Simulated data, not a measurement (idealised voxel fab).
The process module that follows is named voxel local oxidation.
The cross-section shown here is cut; it is 185 nm wide and divided into square cells measuring 5 nm on a side.
Cross-section spec: square-cell grid; bands listed top down; each band is one or more rows.
Read a band's entry like this: the first values are the height of its top and the height of its bottom in nm, and what follows is the sequence of materials from left to right, each with its width in nm. Note that "empty" is empty space, and that a single material marked "edge to edge" reaches across the band from edge to edge.
Height 0 is the level under which the wafer as received is all one material. The lowest band goes on downwards, as in "z 0 and below".
A width such as "30 to 40" changes by the same amount from each row of cells to the next, from the band's top row to its bottom row.
It should be understood that the words "nothing got changed", when stated for a given step, signify that the cross-section underwent no change in any of its cells during that step.
Heads up: "Fully enclosed voids" only lists the empty pockets with no open path to the top that are 8 cells or more, and it writes them as width x height at distance, distance from the left edge, in nm.
It should be noted that, on the line of a given step, the content following the step's settings is a remark produced by the simulator itself with respect to that step.
Regarding "overlay nm": on a step with a mask, it is the distance the mask lay to the right of its planned place; a negative value places it to the left.

Planned process steps:
| 1 | RECEIVE,material Si |
| 2 | OXIDIZE,depth nm 5 |
| 3 | CONFORMAL_DEP,material SiN,thk nm 15 |
| 4 | PATTERN,tone cover,mask id ACTIVE,material resist,width nm 105,thk nm 20,overlay nm 0 |
| 5 | DIRECTIONAL_ETCH,etch materials SiN,depth nm 15 |
| 6 | STRIP,etch materials resist |
| 7 | SELECTIVE_ETCH,etch materials SiO2,depth nm 5 |
| 8 | OXIDIZE,depth nm 10 |
| 9 | STRIP,etch materials SiN |

Here's what the wafer looked like in cross-section when it arrived - that's after step 1:
z 0 and below: Si edge to edge
Fully enclosed voids: none

The plan above was carried out on the starting structure above with one mistake, and this cross-section shows the wafer at the end of the module:
z 0 to -5: 45 of empty; 95 of SiO2; 45 of empty
z -5 to -15: SiO2 edge to edge
z -15 and below: Si edge to edge
Fully enclosed voids: none
Deviation from plan: off-plan run, step 2, actual operation and settings OXIDIZE,depth nm 15
